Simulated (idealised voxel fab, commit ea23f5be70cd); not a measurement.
You're looking at the process module voxel self aligned vias.
Each square cell in cross-section cut measures 5 nm, and the section as a whole is 220 nm wide.
Bands, listed from the top down, are how a cross-section gets written in this document; the cross-section itself is a grid of square cells, and a band is one or more rows of them. Quick guide to a band line: top height, bottom height (nm) up front; then every material left to right with its width in nm. Only one material and it's marked "all across"? Then it fills the band edge to edge. And "blank" just means empty space. Basically, 0 is our baseline, since under it the wafer straight out of the box is all one material. The bottom band has no lower end and keeps on going down, so it looks like "z 0 and below". You'd read "30 to 40" like this: the band's top row of cells is as wide as the first number, its bottom row is as wide as the second, and going down, every row changes width by the same amount as the row before did. What does "same as before" mean for a step? It means no cell of the cross-section changed in that step. Voids not open to the top, 8 cells minimum: see "Closed internal cavities". Written width x height at distance; distance is from the left edge; nm. Whatever follows a step's settings on its line is a remark the simulator itself makes about that step. overlay nm: on a step with a mask, how far right of its planned place the mask lay; negative means left.

Steps in the process plan
1) RECEIVE (material Si)
2) CONFORMAL_DEP (material SiO2; thk nm 15)
3) CONFORMAL_DEP (material SiCN; thk nm 5)
4) DIRECTIONAL_DEP (material SiO2; thk nm 30)
5) PATTERN (tone open; mask id LINES; material resist; width nm 20; pitch nm 50; thk nm 15; overlay nm 0)
6) DIRECTIONAL_ETCH (etch materials SiO2; depth nm 30)
7) STRIP (etch materials resist)
8) CONFORMAL_DEP (material TiN; thk nm 5)
9) FILL_DEP (material Ru; thk nm 5)
10) CMP (height nm 50)
11) SELECTIVE_ETCH (etch materials W Ru TiN; depth nm 10)
12) FILL_DEP (material SiN; thk nm 10)
13) CMP (height nm 50)
14) DIRECTIONAL_DEP (material SiO2; thk nm 20)
15) DIRECTIONAL_DEP (material aC; thk nm 10)
16) PATTERN (tone open; mask id VIAS; material resist; width nm 30; thk nm 30; overlay nm 0)
17) DIRECTIONAL_ETCH (etch materials aC; depth nm 10)
18) STRIP (etch materials resist)
19) DIRECTIONAL_ETCH (etch materials SiO2; depth nm 20)
20) DIRECTIONAL_ETCH (etch materials SiN; depth nm 10)
21) STRIP (etch materials aC)
22) CONFORMAL_DEP (material TiN; thk nm 5)
23) FILL_DEP (material Ru; thk nm 5)
24) CMP (height nm 70)
25) CONFORMAL_DEP (material SiCN; thk nm 5)

First wafer of two (run as planned)

The cross-section here shows the wafer as received, i.e. in its state after step 1
> z 0 and below | Si all across
> Closed internal cavities: none

Sectional view: wafer, after step 2
> z 15 to 0 | SiO2 all across
> Below 0, no change.

Sectional view: wafer, after step 3
> z 20 to 15 | SiCN all across
> Below 15, no change.

Sectional view: wafer, after step 4
> z 50 to 20 | SiO2 all across
> Below 20, no change.

Sectional view: wafer, after step 5
> z 65 to 50 | 75 of resist  20 of blank  30 of resist  20 of blank  75 of resist
> Below 50, no change.

Sectional view: wafer, after step 6
> z 65 to 50 | 75 of resist  20 of blank  30 of resist  20 of blank  75 of resist
> z 50 to 20 | 75 of SiO2  20 of blank  30 of SiO2  20 of blank  75 of SiO2
> Below 20, no change.

Sectional view: wafer, after step 7
> z 50 to 20 | 75 of SiO2  20 of blank  30 of SiO2  20 of blank  75 of SiO2
> Below 20, no change.

Sectional view: wafer, after step 8
> z 55 to 50 | 80 of TiN  10 of blank  40 of TiN  10 of blank  80 of TiN
> z 50 to 25 | 75 of SiO2  5 of TiN  10 of blank  5 of TiN  30 of SiO2  5 of TiN  10 of blank  5 of TiN  75 of SiO2
> z 25 to 20 | 75 of SiO2  20 of TiN  30 of SiO2  20 of TiN  75 of SiO2
> Below 20, no change.

Sectional view: wafer, after step 9
> z 60 to 55 | Ru all across
> z 55 to 50 | 80 of TiN  10 of Ru  40 of TiN  10 of Ru  80 of TiN
> z 50 to 25 | 75 of SiO2  5 of TiN  10 of Ru  5 of TiN  30 of SiO2  5 of TiN  10 of Ru  5 of TiN  75 of SiO2
> Below 25, no change.

Sectional view: wafer, after step 10
> z 50 to 25 | 75 of SiO2  5 of TiN  10 of Ru  5 of TiN  30 of SiO2  5 of TiN  10 of Ru  5 of TiN  75 of SiO2
> Below 25, no change.

Sectional view: wafer, after step 11
> z 50 to 40 | 75 of SiO2  20 of blank  30 of SiO2  20 of blank  75 of SiO2
> Below 40, no change.

Sectional view: wafer, after step 12
> z 60 to 50 | SiN all across
> z 50 to 40 | 75 of SiO2  20 of SiN  30 of SiO2  20 of SiN  75 of SiO2
> Below 40, no change.

Sectional view: wafer, after step 13
> z 50 to 40 | 75 of SiO2  20 of SiN  30 of SiO2  20 of SiN  75 of SiO2
> Below 40, no change.

Sectional view: wafer, after step 14
> z 70 to 50 | SiO2 all across
> Below 50, no change.

Sectional view: wafer, after step 15
> z 80 to 70 | aC all across
> Below 70, no change.

Sectional view: wafer, after step 16
> z 110 to 80 | 70 of resist  30 of blank  120 of resist
> Below 80, no change.

Sectional view: wafer, after step 17
> z 100 to 80 | 70 of resist  30 of blank  120 of resist
> z 80 to 70 | 70 of aC  30 of blank  120 of aC
> Below 70, no change.

Sectional view: wafer, after step 18
> z 80 to 70 | 70 of aC  30 of blank  120 of aC
> Below 70, no change.

Sectional view: wafer, after step 19
> z 80 to 70 | 70 of aC  30 of blank  120 of aC
> z 70 to 50 | 70 of SiO2  30 of blank  120 of SiO2
> Below 50, no change.

Sectional view: wafer, after step 20
> z 80 to 70 | 70 of aC  30 of blank  120 of aC
> z 70 to 50 | 70 of SiO2  30 of blank  120 of SiO2
> z 50 to 40 | 75 of SiO2  20 of blank  30 of SiO2  20 of SiN  75 of SiO2
> Below 40, no change.

Sectional view: wafer, after step 21
> z 70 to 50 | 70 of SiO2  30 of blank  120 of SiO2
> Below 50, no change.

Sectional view: wafer, after step 22
> z 75 to 70 | 75 of TiN  20 of blank  125 of TiN
> z 70 to 55 | 70 of SiO2  5 of TiN  20 of blank  5 of TiN  120 of SiO2
> z 55 to 50 | 70 of SiO2  10 of TiN  10 of blank  10 of TiN  120 of SiO2
> z 50 to 45 | 75 of SiO2  5 of TiN  10 of blank  5 of TiN  30 of SiO2  20 of SiN  75 of SiO2
> z 45 to 40 | 75 of SiO2  20 of TiN  30 of SiO2  20 of SiN  75 of SiO2
> Below 40, no change.

Sectional view: wafer, after step 23
> z 80 to 75 | Ru all across
> z 75 to 70 | 75 of TiN  20 of Ru  125 of TiN
> z 70 to 55 | 70 of SiO2  5 of TiN  20 of Ru  5 of TiN  120 of SiO2
> z 55 to 50 | 70 of SiO2  10 of TiN  10 of Ru  10 of TiN  120 of SiO2
> z 50 to 45 | 75 of SiO2  5 of TiN  10 of Ru  5 of TiN  30 of SiO2  20 of SiN  75 of SiO2
> Below 45, no change.

Sectional view: wafer, after step 24
> z 70 to 55 | 70 of SiO2  5 of TiN  20 of Ru  5 of TiN  120 of SiO2
> Below 55, no change.

Sectional view: wafer, after step 25
> z 75 to 70 | SiCN all across
> Below 70, no change.

The remaining wafer, second of the two, started like the first and was run to the same plan, except that one mistake was made along the way; the two coincide through step 2, inclusive

Cross-section of the second wafer at the time step 3 of the plan should have ended: same as before

Cross-section of the second wafer at the time step 4 of the plan should have ended
> z 45 to 0 | SiO2 all across
> Below 0, no change.

Cross-section of the second wafer at the time step 5 of the plan should have ended
> z 60 to 45 | 75 of resist  20 of blank  30 of resist  20 of blank  75 of resist
> Below 45, no change.

Cross-section of the second wafer at the time step 6 of the plan should have ended
> z 60 to 45 | 75 of resist  20 of blank  30 of resist  20 of blank  75 of resist
> z 45 to 15 | 75 of SiO2  20 of blank  30 of SiO2  20 of blank  75 of SiO2
> Below 15, no change.

Cross-section of the second wafer at the time step 7 of the plan should have ended
> z 45 to 15 | 75 of SiO2  20 of blank  30 of SiO2  20 of blank  75 of SiO2
> Below 15, no change.

Cross-section of the second wafer at the time step 8 of the plan should have ended
> z 50 to 45 | 80 of TiN  10 of blank  40 of TiN  10 of blank  80 of TiN
> z 45 to 20 | 75 of SiO2  5 of TiN  10 of blank  5 of TiN  30 of SiO2  5 of TiN  10 of blank  5 of TiN  75 of SiO2
> z 20 to 15 | 75 of SiO2  20 of TiN  30 of SiO2  20 of TiN  75 of SiO2
> Below 15, no change.

Cross-section of the second wafer at the time step 9 of the plan should have ended
> z 55 to 50 | Ru all across
> z 50 to 45 | 80 of TiN  10 of Ru  40 of TiN  10 of Ru  80 of TiN
> z 45 to 20 | 75 of SiO2  5 of TiN  10 of Ru  5 of TiN  30 of SiO2  5 of TiN  10 of Ru  5 of TiN  75 of SiO2
> Below 20, no change.

Cross-section of the second wafer at the time step 10 of the plan should have ended
> z 50 to 45 | 80 of TiN  10 of Ru  40 of TiN  10 of Ru  80 of TiN
> Below 45, no change.

Cross-section of the second wafer at the time step 11 of the plan should have ended
> z 45 to 40 | 75 of SiO2  20 of blank  30 of SiO2  20 of blank  75 of SiO2
> Below 40, no change.

Cross-section of the second wafer at the time step 12 of the plan should have ended
> z 55 to 45 | SiN all across
> z 45 to 40 | 75 of SiO2  20 of SiN  30 of SiO2  20 of SiN  75 of SiO2
> Below 40, no change.

Cross-section of the second wafer at the time step 13 of the plan should have ended
> z 50 to 45 | SiN all across
> Below 45, no change.

Cross-section of the second wafer at the time step 14 of the plan should have ended
> z 70 to 50 | SiO2 all across
> Below 50, no change.

Cross-section of the second wafer at the time step 15 of the plan should have ended
> z 80 to 70 | aC all across
> Below 70, no change.

Cross-section of the second wafer at the time step 16 of the plan should have ended
> z 110 to 80 | 70 of resist  30 of blank  120 of resist
> Below 80, no change.

Cross-section of the second wafer at the time step 17 of the plan should have ended
> z 100 to 80 | 70 of resist  30 of blank  120 of resist
> z 80 to 70 | 70 of aC  30 of blank  120 of aC
> Below 70, no change.

Cross-section of the second wafer at the time step 18 of the plan should have ended
> z 80 to 70 | 70 of aC  30 of blank  120 of aC
> Below 70, no change.

Cross-section of the second wafer at the time step 19 of the plan should have ended
> z 80 to 70 | 70 of aC  30 of blank  120 of aC
> z 70 to 50 | 70 of SiO2  30 of blank  120 of SiO2
> Below 50, no change.

Cross-section of the second wafer at the time step 20 of the plan should have ended
> z 80 to 70 | 70 of aC  30 of blank  120 of aC
> z 70 to 50 | 70 of SiO2  30 of blank  120 of SiO2
> z 50 to 45 | 70 of SiN  30 of blank  120 of SiN
> z 45 to 40 | 75 of SiO2  20 of blank  30 of SiO2  20 of SiN  75 of SiO2
> Below 40, no change.

Cross-section of the second wafer at the time step 21 of the plan should have ended
> z 70 to 50 | 70 of SiO2  30 of blank  120 of SiO2
> Below 50, no change.

Cross-section of the second wafer at the time step 22 of the plan should have ended
> z 75 to 70 | 75 of TiN  20 of blank  125 of TiN
> z 70 to 50 | 70 of SiO2  5 of TiN  20 of blank  5 of TiN  120 of SiO2
> z 50 to 45 | 70 of SiN  10 of TiN  10 of blank  10 of TiN  120 of SiN
> z 45 to 40 | 75 of SiO2  20 of TiN  30 of SiO2  20 of SiN  75 of SiO2
> Below 40, no change.

Cross-section of the second wafer at the time step 23 of the plan should have ended
> z 80 to 75 | Ru all across
> z 75 to 70 | 75 of TiN  20 of Ru  125 of TiN
> z 70 to 50 | 70 of SiO2  5 of TiN  20 of Ru  5 of TiN  120 of SiO2
> z 50 to 45 | 70 of SiN  10 of TiN  10 of Ru  10 of TiN  120 of SiN
> Below 45, no change.

Cross-section of the second wafer at the time step 24 of the plan should have ended
> z 70 to 50 | 70 of SiO2  5 of TiN  20 of Ru  5 of TiN  120 of SiO2
> Below 50, no change.

Cross-section of the second wafer at the time step 25 of the plan should have ended
> z 75 to 70 | SiCN all across
> Below 70, no change.
Processing error: yeah, step 3 of the plan got skipped, never ran
Final comparison by cell count, materials where the second wafer has more or fewer than the first: Ru +6, SiCN -44, SiN +34, TiN +4
